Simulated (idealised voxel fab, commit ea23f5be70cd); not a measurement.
process module | voxel self aligned contacts
Xsec cut, 270 nm wide, square cell size 5 nm.
Each cross-section below is a grid of square cells, stated as bands in top-down order, with one or more rows of cells making up each band. Read a band's entry like this: the first values are the height of its top and the height of its bottom in nm, and what follows is the sequence of materials from left to right, each with its width in nm. Note that "air" is empty space, and that a single material marked "full width" reaches across the band from edge to edge. Where do heights start? At 0: under that level the wafer as delivered is made of one material only. And the lowest band has no floor; it just carries on downward, as in "from 0 down". Note: "30 to 40" means the width goes from the first number (top row of the band) to the second number (bottom row) in equal steps per row of cells. "nothing was modified", as given for a step, is the statement that not any cell of the cross-section underwent a change during that step. In "Fully enclosed voids" the enclosed voids are listed, meaning empty spaces of 8 cells or larger without any opening to the top. The form is width x height at distance, distance from the left edge, units nm. The remark found on a step's line after its settings is issued by the simulator itself and pertains to that step. overlay nm: step with mask; distance mask lay right of planned place; negative value = left of planned place.

Below is the list of planned process steps:
- 1: RECEIVE with material Si
- 2: CONFORMAL_DEP with material SiO2, thk nm 5
- 3: DIRECTIONAL_DEP with material polySi, thk nm 20
- 4: DIRECTIONAL_DEP with material SiN, thk nm 20
- 5: DIRECTIONAL_DEP with material aC, thk nm 15
- 6: PATTERN with tone cover, mask id GATE, material resist, width nm 25, pitch nm 65, thk nm 30, overlay nm 0
- 7: DIRECTIONAL_ETCH with etch materials aC, depth nm 15
- 8: STRIP with etch materials resist
- 9: DIRECTIONAL_ETCH with etch materials SiN, depth nm 20
- 10: DIRECTIONAL_ETCH with etch materials polySi, depth nm 20
- 11: STRIP with etch materials aC
- 12: CONFORMAL_DEP with material SiN, thk nm 10
- 13: DIRECTIONAL_ETCH with etch materials SiN, depth nm 10
- 14: FILL_DEP with material SiO2, thk nm 15
- 15: CMP with height nm 55
- 16: MASKED_ETCH with tone open, mask id CONTACT, width nm 50, pitch nm 65, etch materials SiO2, depth nm 55, overlay nm 0
- 17: CONFORMAL_DEP with material TiN, thk nm 5
- 18: FILL_DEP with material W, thk nm 5
- 19: CMP with height nm 55
- 20: CONFORMAL_DEP with material SiCN, thk nm 5

Received-state cross-section, reflecting completion of step 1:
from 0 down = Si full width
Fully enclosed voids: none

First of two wafers: cross-section at end of module, run per plan:
from 60 to 55 = SiCN full width
from 55 to 45 = SiO2 75 / TiN 5 to 20 / W 40 to 10 / TiN 5 to 20 / SiO2 15 / TiN 5 to 20 / W 40 to 10 / TiN 5 to 20 / SiO2 80
from 45 to 25 = SiO2 45 / SiN 45 / TiN 5 / W 10 / TiN 5 / SiN 45 / TiN 5 / W 10 / TiN 5 / SiN 45 / SiO2 50
from 25 to 5 = SiO2 45 / SiN 10 / polySi 25 / SiN 10 / TiN 5 / W 10 / TiN 5 / SiN 10 / polySi 25 / SiN 10 / TiN 5 / W 10 / TiN 5 / SiN 10 / polySi 25 / SiN 10 / SiO2 50
from 5 to 0 = SiO2 90 / TiN 20 / SiO2 45 / TiN 20 / SiO2 95
from 0 down = Si full width
Fully enclosed voids: none

Second wafer at the end: like start, like plan, one mistake:
from 60 to 55 = SiCN full width
from 55 to 45 = SiO2 75 / TiN 5 to 20 / W 40 to 10 / TiN 5 to 20 / SiO2 15 / TiN 5 to 20 / W 40 to 10 / TiN 5 to 20 / SiO2 80
from 45 to 25 = SiO2 45 / SiN 45 / TiN 5 / W 10 / TiN 5 / SiN 45 / TiN 5 / W 10 / TiN 5 / SiN 45 / SiO2 50
from 25 to 15 = SiO2 45 / SiN 10 / polySi 25 / SiN 10 / TiN 5 / W 10 / TiN 5 / SiN 10 / polySi 25 / SiN 10 / TiN 5 / W 10 / TiN 5 / SiN 10 / polySi 25 / SiN 10 / SiO2 50
from 15 to 10 = SiO2 45 / SiN 10 / polySi 25 / SiN 10 / TiN 20 / SiN 10 / polySi 25 / SiN 10 / TiN 20 / SiN 10 / polySi 25 / SiN 10 / SiO2 50
from 10 to 5 = polySi full width
from 5 to 0 = SiO2 full width
from 0 down = Si full width
Fully enclosed voids: none
Where did the run depart from the plan? contrary to plan, step 10 was performed as DIRECTIONAL_ETCH with etch materials polySi, depth nm 15
Count the cells at the end and the second wafer has more or fewer of some materials than the first: SiN -12, SiO2 -11, TiN -8, W -8, polySi +39
